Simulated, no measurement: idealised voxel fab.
process module | voxel trench capacitor
cross-section cut | 225 nm wide | cells 5 nm
A cross-section is a grid of square cells, given in bands from the top down. A band is one or more rows of cells.
Each band's line starts with the height of the band's top and of its bottom, in nm. Then come its materials from left to right, each with its width in nm. One material with "throughout" fills the band from edge to edge. "air" is empty space.
Height 0 is the level under which the wafer as received is all one material. The lowest band goes on downwards, as in "0 down".
A width such as "30 to 40" changes by the same amount from each row of cells to the next, from the band's top row to its bottom row.
"no change" after a step means that no cell of the cross-section changed.
closed voids: empty space of 8 cells or more with no open way to the top, each as width x height at its distance from the left edge, in nm
after a step's settings: what the simulator itself notes on the step
overlay nm, on a step with a mask: how far to the right of its planned place the mask lay; to the left if negative
plan
1 op RECEIVE | material Si
2 op CONFORMAL_DEP | material SiN | thk nm 5
3 op PATTERN | tone open | mask id TRENCH | material resist | width nm 30 | pitch nm 55 | thk nm 20 | overlay nm 0
4 op DIRECTIONAL_ETCH | etch materials SiN | depth nm 5
5 op DIRECTIONAL_ETCH | etch materials Si | depth nm 35
6 op STRIP | etch materials resist
7 op CONFORMAL_DEP | material Al2O3 | thk nm 5
8 op CONFORMAL_DEP | material TiN | thk nm 5
9 op FILL_DEP | material W | thk nm 5
10 op CMP | height nm 5
first wafer, as planned
as received, after step 1
  0 down: Si throughout
  closed voids: none
after step 2
  5 to 0: SiN throughout
  below 0: unchanged
after step 3
  25 to 5: resist 40 | air 30 | resist 25 | air 30 | resist 25 | air 30 | resist 45
  below 5: unchanged
after step 4
  25 to 5: resist 40 | air 30 | resist 25 | air 30 | resist 25 | air 30 | resist 45
  5 to 0: SiN 40 | air 30 | SiN 25 | air 30 | SiN 25 | air 30 | SiN 45
  below 0: unchanged
after step 5
  25 to 5: resist 40 | air 30 | resist 25 | air 30 | resist 25 | air 30 | resist 45
  5 to 0: SiN 40 | air 30 | SiN 25 | air 30 | SiN 25 | air 30 | SiN 45
  0 to -35: Si 40 | air 30 | Si 25 | air 30 | Si 25 | air 30 | Si 45
  below -35: unchanged
after step 6
  5 to 0: SiN 40 | air 30 | SiN 25 | air 30 | SiN 25 | air 30 | SiN 45
  below 0: unchanged
after step 7
  10 to 5: Al2O3 45 | air 20 | Al2O3 35 | air 20 | Al2O3 35 | air 20 | Al2O3 50
  5 to 0: SiN 40 | Al2O3 5 | air 20 | Al2O3 5 | SiN 25 | Al2O3 5 | air 20 | Al2O3 5 | SiN 25 | Al2O3 5 | air 20 | Al2O3 5 | SiN 45
  0 to -30: Si 40 | Al2O3 5 | air 20 | Al2O3 5 | Si 25 | Al2O3 5 | air 20 | Al2O3 5 | Si 25 | Al2O3 5 | air 20 | Al2O3 5 | Si 45
  -30 to -35: Si 40 | Al2O3 30 | Si 25 | Al2O3 30 | Si 25 | Al2O3 30 | Si 45
  below -35: unchanged
after step 8
  15 to 10: TiN 50 | air 10 | TiN 45 | air 10 | TiN 45 | air 10 | TiN 55
  10 to 5: Al2O3 45 | TiN 5 | air 10 | TiN 5 | Al2O3 35 | TiN 5 | air 10 | TiN 5 | Al2O3 35 | TiN 5 | air 10 | TiN 5 | Al2O3 50
  5 to 0: SiN 40 | Al2O3 5 | TiN 5 | air 10 | TiN 5 | Al2O3 5 | SiN 25 | Al2O3 5 | TiN 5 | air 10 | TiN 5 | Al2O3 5 | SiN 25 | Al2O3 5 | TiN 5 | air 10 | TiN 5 | Al2O3 5 | SiN 45
  0 to -25: Si 40 | Al2O3 5 | TiN 5 | air 10 | TiN 5 | Al2O3 5 | Si 25 | Al2O3 5 | TiN 5 | air 10 | TiN 5 | Al2O3 5 | Si 25 | Al2O3 5 | TiN 5 | air 10 | TiN 5 | Al2O3 5 | Si 45
  -25 to -30: Si 40 | Al2O3 5 | TiN 20 | Al2O3 5 | Si 25 | Al2O3 5 | TiN 20 | Al2O3 5 | Si 25 | Al2O3 5 | TiN 20 | Al2O3 5 | Si 45
  below -30: unchanged
after step 9
  20 to 15: W throughout
  15 to 10: TiN 50 | W 10 | TiN 45 | W 10 | TiN 45 | W 10 | TiN 55
  10 to 5: Al2O3 45 | TiN 5 | W 10 | TiN 5 | Al2O3 35 | TiN 5 | W 10 | TiN 5 | Al2O3 35 | TiN 5 | W 10 | TiN 5 | Al2O3 50
  5 to 0: SiN 40 | Al2O3 5 | TiN 5 | W 10 | TiN 5 | Al2O3 5 | SiN 25 | Al2O3 5 | TiN 5 | W 10 | TiN 5 | Al2O3 5 | SiN 25 | Al2O3 5 | TiN 5 | W 10 | TiN 5 | Al2O3 5 | SiN 45
  0 to -25: Si 40 | Al2O3 5 | TiN 5 | W 10 | TiN 5 | Al2O3 5 | Si 25 | Al2O3 5 | TiN 5 | W 10 | TiN 5 | Al2O3 5 | Si 25 | Al2O3 5 | TiN 5 | W 10 | TiN 5 | Al2O3 5 | Si 45
  below -25: unchanged
after step 10
  5 to 0: SiN 40 | Al2O3 5 | TiN 5 | W 10 | TiN 5 | Al2O3 5 | SiN 25 | Al2O3 5 | TiN 5 | W 10 | TiN 5 | Al2O3 5 | SiN 25 | Al2O3 5 | TiN 5 | W 10 | TiN 5 | Al2O3 5 | SiN 45
  below 0: unchanged
second wafer: like start, like plan, one mistake. Through step 6 it matches the first wafer
when step 7 should have ended
  10 to 5: TiN 45 | air 20 | TiN 35 | air 20 | TiN 35 | air 20 | TiN 50
  5 to 0: SiN 40 | TiN 5 | air 20 | TiN 5 | SiN 25 | TiN 5 | air 20 | TiN 5 | SiN 25 | TiN 5 | air 20 | TiN 5 | SiN 45
  0 to -30: Si 40 | TiN 5 | air 20 | TiN 5 | Si 25 | TiN 5 | air 20 | TiN 5 | Si 25 | TiN 5 | air 20 | TiN 5 | Si 45
  -30 to -35: Si 40 | TiN 30 | Si 25 | TiN 30 | Si 25 | TiN 30 | Si 45
  below -35: unchanged
when step 8 should have ended
  15 to 10: Al2O3 50 | air 10 | Al2O3 45 | air 10 | Al2O3 45 | air 10 | Al2O3 55
  10 to 5: TiN 45 | Al2O3 5 | air 10 | Al2O3 5 | TiN 35 | Al2O3 5 | air 10 | Al2O3 5 | TiN 35 | Al2O3 5 | air 10 | Al2O3 5 | TiN 50
  5 to 0: SiN 40 | TiN 5 | Al2O3 5 | air 10 | Al2O3 5 | TiN 5 | SiN 25 | TiN 5 | Al2O3 5 | air 10 | Al2O3 5 | TiN 5 | SiN 25 | TiN 5 | Al2O3 5 | air 10 | Al2O3 5 | TiN 5 | SiN 45
  0 to -25: Si 40 | TiN 5 | Al2O3 5 | air 10 | Al2O3 5 | TiN 5 | Si 25 | TiN 5 | Al2O3 5 | air 10 | Al2O3 5 | TiN 5 | Si 25 | TiN 5 | Al2O3 5 | air 10 | Al2O3 5 | TiN 5 | Si 45
  -25 to -30: Si 40 | TiN 5 | Al2O3 20 | TiN 5 | Si 25 | TiN 5 | Al2O3 20 | TiN 5 | Si 25 | TiN 5 | Al2O3 20 | TiN 5 | Si 45
  below -30: unchanged
when step 9 should have ended
  20 to 15: W throughout
  15 to 10: Al2O3 50 | W 10 | Al2O3 45 | W 10 | Al2O3 45 | W 10 | Al2O3 55
  10 to 5: TiN 45 | Al2O3 5 | W 10 | Al2O3 5 | TiN 35 | Al2O3 5 | W 10 | Al2O3 5 | TiN 35 | Al2O3 5 | W 10 | Al2O3 5 | TiN 50
  5 to 0: SiN 40 | TiN 5 | Al2O3 5 | W 10 | Al2O3 5 | TiN 5 | SiN 25 | TiN 5 | Al2O3 5 | W 10 | Al2O3 5 | TiN 5 | SiN 25 | TiN 5 | Al2O3 5 | W 10 | Al2O3 5 | TiN 5 | SiN 45
  0 to -25: Si 40 | TiN 5 | Al2O3 5 | W 10 | Al2O3 5 | TiN 5 | Si 25 | TiN 5 | Al2O3 5 | W 10 | Al2O3 5 | TiN 5 | Si 25 | TiN 5 | Al2O3 5 | W 10 | Al2O3 5 | TiN 5 | Si 45
  below -25: unchanged
when step 10 should have ended
  5 to 0: SiN 40 | TiN 5 | Al2O3 5 | W 10 | Al2O3 5 | TiN 5 | SiN 25 | TiN 5 | Al2O3 5 | W 10 | Al2O3 5 | TiN 5 | SiN 25 | TiN 5 | Al2O3 5 | W 10 | Al2O3 5 | TiN 5 | SiN 45
  below 0: unchanged
what went wrong: steps 7 and 8 were swapped
at the end the second wafer has, in cells: 12 fewer of Al2O3 | 12 more of TiN
